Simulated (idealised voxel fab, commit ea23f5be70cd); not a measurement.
Presented below is a process module, voxel gate over fins.
For reference, the cross-section in this document is cut, with width 235 nm and square cells of 5 nm.
In what follows, cross-sections appear as grids of square cells, described through bands that run from the top down, where every band is one or more rows of cells.
The band entry comprises the height of the band's top followed by the height of its bottom, expressed in nm, and subsequently the band's materials from left to right, each stated together with its width in nm. Where a single material is marked with the word "throughout", that material fills the band from edge to edge. The word "air" represents empty space.
The level at which height equals 0 is the one under which the wafer, as it arrives, is entirely one material. No lower edge exists for the bottom band, which continues downward and is notated as in "0 and below".
Read "30..40" as a graded width: first number on top, second number at the bottom, same change between each pair of neighbouring rows.
For the purposes of this document, the phrase "identical to before" attached to a step denotes that no cell within the cross-section was modified by that step.
What "Closed internal voids" gives you is every empty space of 8 cells or more that is cut off from the top. Each appears as width x height at distance, with the distance taken from the left edge and width, height and distance all in nm.
Anything after a step's settings on that line? It's the simulator's own note about the step.
A step's line can hold "overlay nm"; with a mask on that step, the setting says how far right of the planned place the mask lay, while a negative setting says it lay to the left.
Plan:
1: RECEIVE with material Si
2: CONFORMAL_DEP with material SiN, thk nm 10
3: MASKED_ETCH with tone cover, mask id FINS, width nm 15, pitch nm 50, etch materials SiN, depth nm 10, overlay nm 0
4: MASKED_ETCH with tone cover, mask id FINS, width nm 15, pitch nm 50, etch materials Si, depth nm 30, overlay nm 0
5: OXIDIZE with depth nm 5
6: FILL_DEP with material SiO2, thk nm 10
7: CMP with height nm 10
8: PATTERN with tone open, mask id RAIL, material resist, width nm 15, thk nm 15, overlay nm 0
9: DIRECTIONAL_ETCH with etch materials SiO2, depth nm 35
10: STRIP with etch materials resist
11: CONFORMAL_DEP with material TiN, thk nm 5
12: FILL_DEP with material W, thk nm 5
13: CMP with height nm 10
14: SELECTIVE_ETCH with etch materials W Ru TiN, depth nm 30
15: FILL_DEP with material SiO2, thk nm 5
16: CMP with height nm 10
17: SELECTIVE_ETCH with etch materials SiO2, depth nm 20
18: STRIP with etch materials SiN
19: CONFORMAL_DEP with material HfO2, thk nm 5
20: CONFORMAL_DEP with material TiN, thk nm 5
21: CONFORMAL_DEP with material TiAl, thk nm 5
22: CONFORMAL_DEP with material TiN, thk nm 5
23: FILL_DEP with material W, thk nm 10
24: CMP with height nm 25
25: CONFORMAL_DEP with material SiN, thk nm 5
The following pertains to the first of two wafers, which was processed as planned:
Delivered wafer in cross-section: state after step 1:
  0 and below = Si throughout
  Closed internal voids: none
You're looking at a cross-section of the wafer after step 2:
  10 down to 0 = SiN throughout
  below 0: unchanged
You're looking at a cross-section of the wafer after step 3:
  10 down to 0 = 35 nm air | 15 nm SiN | 35 nm air | 15 nm SiN | 35 nm air | 15 nm SiN | 35 nm air | 15 nm SiN | 35 nm air
  below 0: unchanged
You're looking at a cross-section of the wafer after step 4:
  10 down to 0 = 35 nm air | 15 nm SiN | 35 nm air | 15 nm SiN | 35 nm air | 15 nm SiN | 35 nm air | 15 nm SiN | 35 nm air
  0 down to -30 = 35 nm air | 15 nm Si | 35 nm air | 15 nm Si | 35 nm air | 15 nm Si | 35 nm air | 15 nm Si | 35 nm air
  below -30: unchanged
You're looking at a cross-section of the wafer after step 5:
  10 down to 0 = 35 nm air | 15 nm SiN | 35 nm air | 15 nm SiN | 35 nm air | 15 nm SiN | 35 nm air | 15 nm SiN | 35 nm air
  0 down to -30 = 35 nm air | 5 nm SiO2 | 5 nm Si | 5 nm SiO2 | 35 nm air | 5 nm SiO2 | 5 nm Si | 5 nm SiO2 | 35 nm air | 5 nm SiO2 | 5 nm Si | 5 nm SiO2 | 35 nm air | 5 nm SiO2 | 5 nm Si | 5 nm SiO2 | 35 nm air
  -30 down to -35 = 40 nm SiO2 | 5 nm Si | 45 nm SiO2 | 5 nm Si | 45 nm SiO2 | 5 nm Si | 45 nm SiO2 | 5 nm Si | 40 nm SiO2
  below -35: unchanged
You're looking at a cross-section of the wafer after step 6:
  20 down to 10 = SiO2 throughout
  10 down to 0 = 35 nm SiO2 | 15 nm SiN | 35 nm SiO2 | 15 nm SiN | 35 nm SiO2 | 15 nm SiN | 35 nm SiO2 | 15 nm SiN | 35 nm SiO2
  0 down to -35 = 40 nm SiO2 | 5 nm Si | 45 nm SiO2 | 5 nm Si | 45 nm SiO2 | 5 nm Si | 45 nm SiO2 | 5 nm Si | 40 nm SiO2
  below -35: unchanged
You're looking at a cross-section of the wafer after step 7:
  10 down to 0 = 35 nm SiO2 | 15 nm SiN | 35 nm SiO2 | 15 nm SiN | 35 nm SiO2 | 15 nm SiN | 35 nm SiO2 | 15 nm SiN | 35 nm SiO2
  below 0: unchanged
You're looking at a cross-section of the wafer after step 8:
  25 down to 10 = 60 nm resist | 15 nm air | 160 nm resist
  below 10: unchanged
You're looking at a cross-section of the wafer after step 9:
  25 down to 10 = 60 nm resist | 15 nm air | 160 nm resist
  10 down to 0 = 35 nm SiO2 | 15 nm SiN | 10 nm SiO2 | 15 nm air | 10 nm SiO2 | 15 nm SiN | 35 nm SiO2 | 15 nm SiN | 35 nm SiO2 | 15 nm SiN | 35 nm SiO2
  0 down to -25 = 40 nm SiO2 | 5 nm Si | 15 nm SiO2 | 15 nm air | 15 nm SiO2 | 5 nm Si | 45 nm SiO2 | 5 nm Si | 45 nm SiO2 | 5 nm Si | 40 nm SiO2
  below -25: unchanged
You're looking at a cross-section of the wafer after step 10:
  10 down to 0 = 35 nm SiO2 | 15 nm SiN | 10 nm SiO2 | 15 nm air | 10 nm SiO2 | 15 nm SiN | 35 nm SiO2 | 15 nm SiN | 35 nm SiO2 | 15 nm SiN | 35 nm SiO2
  below 0: unchanged
You're looking at a cross-section of the wafer after step 11:
  15 down to 10 = 65 nm TiN | 5 nm air | 165 nm TiN
  10 down to 0 = 35 nm SiO2 | 15 nm SiN | 10 nm SiO2 | 5 nm TiN | 5 nm air | 5 nm TiN | 10 nm SiO2 | 15 nm SiN | 35 nm SiO2 | 15 nm SiN | 35 nm SiO2 | 15 nm SiN | 35 nm SiO2
  0 down to -20 = 40 nm SiO2 | 5 nm Si | 15 nm SiO2 | 5 nm TiN | 5 nm air | 5 nm TiN | 15 nm SiO2 | 5 nm Si | 45 nm SiO2 | 5 nm Si | 45 nm SiO2 | 5 nm Si | 40 nm SiO2
  -20 down to -25 = 40 nm SiO2 | 5 nm Si | 15 nm SiO2 | 15 nm TiN | 15 nm SiO2 | 5 nm Si | 45 nm SiO2 | 5 nm Si | 45 nm SiO2 | 5 nm Si | 40 nm SiO2
  below -25: unchanged
You're looking at a cross-section of the wafer after step 12:
  20 down to 15 = W throughout
  15 down to 10 = 65 nm TiN | 5 nm W | 165 nm TiN
  10 down to 0 = 35 nm SiO2 | 15 nm SiN | 10 nm SiO2 | 5 nm TiN | 5 nm W | 5 nm TiN | 10 nm SiO2 | 15 nm SiN | 35 nm SiO2 | 15 nm SiN | 35 nm SiO2 | 15 nm SiN | 35 nm SiO2
  0 down to -20 = 40 nm SiO2 | 5 nm Si | 15 nm SiO2 | 5 nm TiN | 5 nm W | 5 nm TiN | 15 nm SiO2 | 5 nm Si | 45 nm SiO2 | 5 nm Si | 45 nm SiO2 | 5 nm Si | 40 nm SiO2
  below -20: unchanged
You're looking at a cross-section of the wafer after step 13:
  10 down to 0 = 35 nm SiO2 | 15 nm SiN | 10 nm SiO2 | 5 nm TiN | 5 nm W | 5 nm TiN | 10 nm SiO2 | 15 nm SiN | 35 nm SiO2 | 15 nm SiN | 35 nm SiO2 | 15 nm SiN | 35 nm SiO2
  below 0: unchanged
You're looking at a cross-section of the wafer after step 14:
  10 down to 0 = 35 nm SiO2 | 15 nm SiN | 10 nm SiO2 | 15 nm air | 10 nm SiO2 | 15 nm SiN | 35 nm SiO2 | 15 nm SiN | 35 nm SiO2 | 15 nm SiN | 35 nm SiO2
  0 down to -20 = 40 nm SiO2 | 5 nm Si | 15 nm SiO2 | 15 nm air | 15 nm SiO2 | 5 nm Si | 45 nm SiO2 | 5 nm Si | 45 nm SiO2 | 5 nm Si | 40 nm SiO2
  below -20: unchanged
You're looking at a cross-section of the wafer after step 15:
  15 down to 10 = SiO2 throughout
  10 down to 0 = 35 nm SiO2 | 15 nm SiN | 35 nm SiO2 | 15 nm SiN | 35 nm SiO2 | 15 nm SiN | 35 nm SiO2 | 15 nm SiN | 35 nm SiO2
  0 down to -20 = 40 nm SiO2 | 5 nm Si | 45 nm SiO2 | 5 nm Si | 45 nm SiO2 | 5 nm Si | 45 nm SiO2 | 5 nm Si | 40 nm SiO2
  below -20: unchanged
You're looking at a cross-section of the wafer after step 16:
  10 down to 0 = 35 nm SiO2 | 15 nm SiN | 35 nm SiO2 | 15 nm SiN | 35 nm SiO2 | 15 nm SiN | 35 nm SiO2 | 15 nm SiN | 35 nm SiO2
  below 0: unchanged
You're looking at a cross-section of the wafer after step 17:
  10 down to 0 = 35 nm air | 15 nm SiN | 35 nm air | 15 nm SiN | 35 nm air | 15 nm SiN | 35 nm air | 15 nm SiN | 35 nm air
  0 down to -10 = 40 nm air | 5 nm Si | 45 nm air | 5 nm Si | 45 nm air | 5 nm Si | 45 nm air | 5 nm Si | 40 nm air
  below -10: unchanged
You're looking at a cross-section of the wafer after step 18:
  0 down to -10 = 40 nm air | 5 nm Si | 45 nm air | 5 nm Si | 45 nm air | 5 nm Si | 45 nm air | 5 nm Si | 40 nm air
  below -10: unchanged
You're looking at a cross-section of the wafer after step 19:
  5 down to 0 = 35 nm air | 15 nm HfO2 | 35 nm air | 15 nm HfO2 | 35 nm air | 15 nm HfO2 | 35 nm air | 15 nm HfO2 | 35 nm air
  0 down to -5 = 35 nm air | 5 nm HfO2 | 5 nm Si | 5 nm HfO2 | 35 nm air | 5 nm HfO2 | 5 nm Si | 5 nm HfO2 | 35 nm air | 5 nm HfO2 | 5 nm Si | 5 nm HfO2 | 35 nm air | 5 nm HfO2 | 5 nm Si | 5 nm HfO2 | 35 nm air
  -5 down to -10 = 40 nm HfO2 | 5 nm Si | 45 nm HfO2 | 5 nm Si | 45 nm HfO2 | 5 nm Si | 45 nm HfO2 | 5 nm Si | 40 nm HfO2
  below -10: unchanged
You're looking at a cross-section of the wafer after step 20:
  10 down to 5 = 30 nm air | 25 nm TiN | 25 nm air | 25 nm TiN | 25 nm air | 25 nm TiN | 25 nm air | 25 nm TiN | 30 nm air
  5 down to 0 = 30 nm air | 5 nm TiN | 15 nm HfO2 | 5 nm TiN | 25 nm air | 5 nm TiN | 15 nm HfO2 | 5 nm TiN | 25 nm air | 5 nm TiN | 15 nm HfO2 | 5 nm TiN | 25 nm air | 5 nm TiN | 15 nm HfO2 | 5 nm TiN | 30 nm air
  0 down to -5 = 35 nm TiN | 5 nm HfO2 | 5 nm Si | 5 nm HfO2 | 35 nm TiN | 5 nm HfO2 | 5 nm Si | 5 nm HfO2 | 35 nm TiN | 5 nm HfO2 | 5 nm Si | 5 nm HfO2 | 35 nm TiN | 5 nm HfO2 | 5 nm Si | 5 nm HfO2 | 35 nm TiN
  below -5: unchanged
You're looking at a cross-section of the wafer after step 21:
  15 down to 10 = 25 nm air | 35 nm TiAl | 15 nm air | 35 nm TiAl | 15 nm air | 35 nm TiAl | 15 nm air | 35 nm TiAl | 25 nm air
  10 down to 5 = 25 nm air | 5 nm TiAl | 25 nm TiN | 5 nm TiAl | 15 nm air | 5 nm TiAl | 25 nm TiN | 5 nm TiAl | 15 nm air | 5 nm TiAl | 25 nm TiN | 5 nm TiAl | 15 nm air | 5 nm TiAl | 25 nm TiN | 5 nm TiAl | 25 nm air
  5 down to 0 = 30 nm TiAl | 5 nm TiN | 15 nm HfO2 | 5 nm TiN | 25 nm TiAl | 5 nm TiN | 15 nm HfO2 | 5 nm TiN | 25 nm TiAl | 5 nm TiN | 15 nm HfO2 | 5 nm TiN | 25 nm TiAl | 5 nm TiN | 15 nm HfO2 | 5 nm TiN | 30 nm TiAl
  below 0: unchanged
You're looking at a cross-section of the wafer after step 22:
  20 down to 15 = 20 nm air | 45 nm TiN | 5 nm air | 45 nm TiN | 5 nm air | 45 nm TiN | 5 nm air | 45 nm TiN | 20 nm air
  15 down to 10 = 20 nm air | 5 nm TiN | 35 nm TiAl | 5 nm TiN | 5 nm air | 5 nm TiN | 35 nm TiAl | 5 nm TiN | 5 nm air | 5 nm TiN | 35 nm TiAl | 5 nm TiN | 5 nm air | 5 nm TiN | 35 nm TiAl | 5 nm TiN | 20 nm air
  10 down to 5 = 25 nm TiN | 5 nm TiAl | 25 nm TiN | 5 nm TiAl | 15 nm TiN | 5 nm TiAl | 25 nm TiN | 5 nm TiAl | 15 nm TiN | 5 nm TiAl | 25 nm TiN | 5 nm TiAl | 15 nm TiN | 5 nm TiAl | 25 nm TiN | 5 nm TiAl | 25 nm TiN
  below 5: unchanged
You're looking at a cross-section of the wafer after step 23:
  30 down to 20 = W throughout
  20 down to 15 = 20 nm W | 45 nm TiN | 5 nm W | 45 nm TiN | 5 nm W | 45 nm TiN | 5 nm W | 45 nm TiN | 20 nm W
  15 down to 10 = 20 nm W | 5 nm TiN | 35 nm TiAl | 5 nm TiN | 5 nm W | 5 nm TiN | 35 nm TiAl | 5 nm TiN | 5 nm W | 5 nm TiN | 35 nm TiAl | 5 nm TiN | 5 nm W | 5 nm TiN | 35 nm TiAl | 5 nm TiN | 20 nm W
  below 10: unchanged
You're looking at a cross-section of the wafer after step 24:
  25 down to 20 = W throughout
  below 20: unchanged
You're looking at a cross-section of the wafer after step 25:
  30 down to 25 = SiN throughout
  below 25: unchanged
The second wafer: identical to the first at the outset and in its planned sequence, differing only in that one mistake was made during processing; up to and including step 3, its path is the first wafer's path:
Cross-section of the second wafer at the time step 4 of the plan should have ended:
  10 down to 0 = 35 nm air | 15 nm SiN | 35 nm air | 15 nm SiN | 35 nm air | 15 nm SiN | 35 nm air | 15 nm SiN | 35 nm air
  0 down to -60 = 35 nm air | 15 nm Si | 35 nm air | 15 nm Si | 35 nm air | 15 nm Si | 35 nm air | 15 nm Si | 35 nm air
  below -60: unchanged
Cross-section of the second wafer at the time step 5 of the plan should have ended:
  10 down to 0 = 35 nm air | 15 nm SiN | 35 nm air | 15 nm SiN | 35 nm air | 15 nm SiN | 35 nm air | 15 nm SiN | 35 nm air
  0 down to -60 = 35 nm air | 5 nm SiO2 | 5 nm Si | 5 nm SiO2 | 35 nm air | 5 nm SiO2 | 5 nm Si | 5 nm SiO2 | 35 nm air | 5 nm SiO2 | 5 nm Si | 5 nm SiO2 | 35 nm air | 5 nm SiO2 | 5 nm Si | 5 nm SiO2 | 35 nm air
  -60 down to -65 = 40 nm SiO2 | 5 nm Si | 45 nm SiO2 | 5 nm Si | 45 nm SiO2 | 5 nm Si | 45 nm SiO2 | 5 nm Si | 40 nm SiO2
  below -65: unchanged
Cross-section of the second wafer at the time step 6 of the plan should have ended:
  20 down to 10 = SiO2 throughout
  10 down to 0 = 35 nm SiO2 | 15 nm SiN | 35 nm SiO2 | 15 nm SiN | 35 nm SiO2 | 15 nm SiN | 35 nm SiO2 | 15 nm SiN | 35 nm SiO2
  0 down to -65 = 40 nm SiO2 | 5 nm Si | 45 nm SiO2 | 5 nm Si | 45 nm SiO2 | 5 nm Si | 45 nm SiO2 | 5 nm Si | 40 nm SiO2
  below -65: unchanged
Cross-section of the second wafer at the time step 7 of the plan should have ended:
  10 down to 0 = 35 nm SiO2 | 15 nm SiN | 35 nm SiO2 | 15 nm SiN | 35 nm SiO2 | 15 nm SiN | 35 nm SiO2 | 15 nm SiN | 35 nm SiO2
  below 0: unchanged
Cross-section of the second wafer at the time step 8 of the plan should have ended:
  25 down to 10 = 60 nm resist | 15 nm air | 160 nm resist
  below 10: unchanged
Cross-section of the second wafer at the time step 9 of the plan should have ended:
  25 down to 10 = 60 nm resist | 15 nm air | 160 nm resist
  10 down to 0 = 35 nm SiO2 | 15 nm SiN | 10 nm SiO2 | 15 nm air | 10 nm SiO2 | 15 nm SiN | 35 nm SiO2 | 15 nm SiN | 35 nm SiO2 | 15 nm SiN | 35 nm SiO2
  0 down to -25 = 40 nm SiO2 | 5 nm Si | 15 nm SiO2 | 15 nm air | 15 nm SiO2 | 5 nm Si | 45 nm SiO2 | 5 nm Si | 45 nm SiO2 | 5 nm Si | 40 nm SiO2
  below -25: unchanged
Cross-section of the second wafer at the time step 10 of the plan should have ended:
  10 down to 0 = 35 nm SiO2 | 15 nm SiN | 10 nm SiO2 | 15 nm air | 10 nm SiO2 | 15 nm SiN | 35 nm SiO2 | 15 nm SiN | 35 nm SiO2 | 15 nm SiN | 35 nm SiO2
  below 0: unchanged
Cross-section of the second wafer at the time step 11 of the plan should have ended:
  15 down to 10 = 65 nm TiN | 5 nm air | 165 nm TiN
  10 down to 0 = 35 nm SiO2 | 15 nm SiN | 10 nm SiO2 | 5 nm TiN | 5 nm air | 5 nm TiN | 10 nm SiO2 | 15 nm SiN | 35 nm SiO2 | 15 nm SiN | 35 nm SiO2 | 15 nm SiN | 35 nm SiO2
  0 down to -20 = 40 nm SiO2 | 5 nm Si | 15 nm SiO2 | 5 nm TiN | 5 nm air | 5 nm TiN | 15 nm SiO2 | 5 nm Si | 45 nm SiO2 | 5 nm Si | 45 nm SiO2 | 5 nm Si | 40 nm SiO2
  -20 down to -25 = 40 nm SiO2 | 5 nm Si | 15 nm SiO2 | 15 nm TiN | 15 nm SiO2 | 5 nm Si | 45 nm SiO2 | 5 nm Si | 45 nm SiO2 | 5 nm Si | 40 nm SiO2
  below -25: unchanged
Cross-section of the second wafer at the time step 12 of the plan should have ended:
  20 down to 15 = W throughout
  15 down to 10 = 65 nm TiN | 5 nm W | 165 nm TiN
  10 down to 0 = 35 nm SiO2 | 15 nm SiN | 10 nm SiO2 | 5 nm TiN | 5 nm W | 5 nm TiN | 10 nm SiO2 | 15 nm SiN | 35 nm SiO2 | 15 nm SiN | 35 nm SiO2 | 15 nm SiN | 35 nm SiO2
  0 down to -20 = 40 nm SiO2 | 5 nm Si | 15 nm SiO2 | 5 nm TiN | 5 nm W | 5 nm TiN | 15 nm SiO2 | 5 nm Si | 45 nm SiO2 | 5 nm Si | 45 nm SiO2 | 5 nm Si | 40 nm SiO2
  below -20: unchanged
Cross-section of the second wafer at the time step 13 of the plan should have ended:
  10 down to 0 = 35 nm SiO2 | 15 nm SiN | 10 nm SiO2 | 5 nm TiN | 5 nm W | 5 nm TiN | 10 nm SiO2 | 15 nm SiN | 35 nm SiO2 | 15 nm SiN | 35 nm SiO2 | 15 nm SiN | 35 nm SiO2
  below 0: unchanged
Cross-section of the second wafer at the time step 14 of the plan should have ended:
  10 down to 0 = 35 nm SiO2 | 15 nm SiN | 10 nm SiO2 | 15 nm air | 10 nm SiO2 | 15 nm SiN | 35 nm SiO2 | 15 nm SiN | 35 nm SiO2 | 15 nm SiN | 35 nm SiO2
  0 down to -20 = 40 nm SiO2 | 5 nm Si | 15 nm SiO2 | 15 nm air | 15 nm SiO2 | 5 nm Si | 45 nm SiO2 | 5 nm Si | 45 nm SiO2 | 5 nm Si | 40 nm SiO2
  below -20: unchanged
Cross-section of the second wafer at the time step 15 of the plan should have ended:
  15 down to 10 = SiO2 throughout
  10 down to 0 = 35 nm SiO2 | 15 nm SiN | 35 nm SiO2 | 15 nm SiN | 35 nm SiO2 | 15 nm SiN | 35 nm SiO2 | 15 nm SiN | 35 nm SiO2
  0 down to -20 = 40 nm SiO2 | 5 nm Si | 45 nm SiO2 | 5 nm Si | 45 nm SiO2 | 5 nm Si | 45 nm SiO2 | 5 nm Si | 40 nm SiO2
  below -20: unchanged
Cross-section of the second wafer at the time step 16 of the plan should have ended:
  10 down to 0 = 35 nm SiO2 | 15 nm SiN | 35 nm SiO2 | 15 nm SiN | 35 nm SiO2 | 15 nm SiN | 35 nm SiO2 | 15 nm SiN | 35 nm SiO2
  below 0: unchanged
Cross-section of the second wafer at the time step 17 of the plan should have ended:
  10 down to 0 = 35 nm air | 15 nm SiN | 35 nm air | 15 nm SiN | 35 nm air | 15 nm SiN | 35 nm air | 15 nm SiN | 35 nm air
  0 down to -10 = 40 nm air | 5 nm Si | 45 nm air | 5 nm Si | 45 nm air | 5 nm Si | 45 nm air | 5 nm Si | 40 nm air
  below -10: unchanged
Cross-section of the second wafer at the time step 18 of the plan should have ended:
  0 down to -10 = 40 nm air | 5 nm Si | 45 nm air | 5 nm Si | 45 nm air | 5 nm Si | 45 nm air | 5 nm Si | 40 nm air
  below -10: unchanged
Cross-section of the second wafer at the time step 19 of the plan should have ended:
  5 down to 0 = 35 nm air | 15 nm HfO2 | 35 nm air | 15 nm HfO2 | 35 nm air | 15 nm HfO2 | 35 nm air | 15 nm HfO2 | 35 nm air
  0 down to -5 = 35 nm air | 5 nm HfO2 | 5 nm Si | 5 nm HfO2 | 35 nm air | 5 nm HfO2 | 5 nm Si | 5 nm HfO2 | 35 nm air | 5 nm HfO2 | 5 nm Si | 5 nm HfO2 | 35 nm air | 5 nm HfO2 | 5 nm Si | 5 nm HfO2 | 35 nm air
  -5 down to -10 = 40 nm HfO2 | 5 nm Si | 45 nm HfO2 | 5 nm Si | 45 nm HfO2 | 5 nm Si | 45 nm HfO2 | 5 nm Si | 40 nm HfO2
  below -10: unchanged
Cross-section of the second wafer at the time step 20 of the plan should have ended:
  10 down to 5 = 30 nm air | 25 nm TiN | 25 nm air | 25 nm TiN | 25 nm air | 25 nm TiN | 25 nm air | 25 nm TiN | 30 nm air
  5 down to 0 = 30 nm air | 5 nm TiN | 15 nm HfO2 | 5 nm TiN | 25 nm air | 5 nm TiN | 15 nm HfO2 | 5 nm TiN | 25 nm air | 5 nm TiN | 15 nm HfO2 | 5 nm TiN | 25 nm air | 5 nm TiN | 15 nm HfO2 | 5 nm TiN | 30 nm air
  0 down to -5 = 35 nm TiN | 5 nm HfO2 | 5 nm Si | 5 nm HfO2 | 35 nm TiN | 5 nm HfO2 | 5 nm Si | 5 nm HfO2 | 35 nm TiN | 5 nm HfO2 | 5 nm Si | 5 nm HfO2 | 35 nm TiN | 5 nm HfO2 | 5 nm Si | 5 nm HfO2 | 35 nm TiN
  below -5: unchanged
Cross-section of the second wafer at the time step 21 of the plan should have ended:
  15 down to 10 = 25 nm air | 35 nm TiAl | 15 nm air | 35 nm TiAl | 15 nm air | 35 nm TiAl | 15 nm air | 35 nm TiAl | 25 nm air
  10 down to 5 = 25 nm air | 5 nm TiAl | 25 nm TiN | 5 nm TiAl | 15 nm air | 5 nm TiAl | 25 nm TiN | 5 nm TiAl | 15 nm air | 5 nm TiAl | 25 nm TiN | 5 nm TiAl | 15 nm air | 5 nm TiAl | 25 nm TiN | 5 nm TiAl | 25 nm air
  5 down to 0 = 30 nm TiAl | 5 nm TiN | 15 nm HfO2 | 5 nm TiN | 25 nm TiAl | 5 nm TiN | 15 nm HfO2 | 5 nm TiN | 25 nm TiAl | 5 nm TiN | 15 nm HfO2 | 5 nm TiN | 25 nm TiAl | 5 nm TiN | 15 nm HfO2 | 5 nm TiN | 30 nm TiAl
  below 0: unchanged
Cross-section of the second wafer at the time step 22 of the plan should have ended:
  20 down to 15 = 20 nm air | 45 nm TiN | 5 nm air | 45 nm TiN | 5 nm air | 45 nm TiN | 5 nm air | 45 nm TiN | 20 nm air
  15 down to 10 = 20 nm air | 5 nm TiN | 35 nm TiAl | 5 nm TiN | 5 nm air | 5 nm TiN | 35 nm TiAl | 5 nm TiN | 5 nm air | 5 nm TiN | 35 nm TiAl | 5 nm TiN | 5 nm air | 5 nm TiN | 35 nm TiAl | 5 nm TiN | 20 nm air
  10 down to 5 = 25 nm TiN | 5 nm TiAl | 25 nm TiN | 5 nm TiAl | 15 nm TiN | 5 nm TiAl | 25 nm TiN | 5 nm TiAl | 15 nm TiN | 5 nm TiAl | 25 nm TiN | 5 nm TiAl | 15 nm TiN | 5 nm TiAl | 25 nm TiN | 5 nm TiAl | 25 nm TiN
  below 5: unchanged
Cross-section of the second wafer at the time step 23 of the plan should have ended:
  30 down to 20 = W throughout
  20 down to 15 = 20 nm W | 45 nm TiN | 5 nm W | 45 nm TiN | 5 nm W | 45 nm TiN | 5 nm W | 45 nm TiN | 20 nm W
  15 down to 10 = 20 nm W | 5 nm TiN | 35 nm TiAl | 5 nm TiN | 5 nm W | 5 nm TiN | 35 nm TiAl | 5 nm TiN | 5 nm W | 5 nm TiN | 35 nm TiAl | 5 nm TiN | 5 nm W | 5 nm TiN | 35 nm TiAl | 5 nm TiN | 20 nm W
  below 10: unchanged
Cross-section of the second wafer at the time step 24 of the plan should have ended:
  25 down to 20 = W throughout
  below 20: unchanged
Cross-section of the second wafer at the time step 25 of the plan should have ended:
  30 down to 25 = SiN throughout
  below 25: unchanged
Run error: regarding the plan, step 4 was run twice
Materials where the second wafer ends with more or fewer cells than the first: -258 Si, +258 SiO2
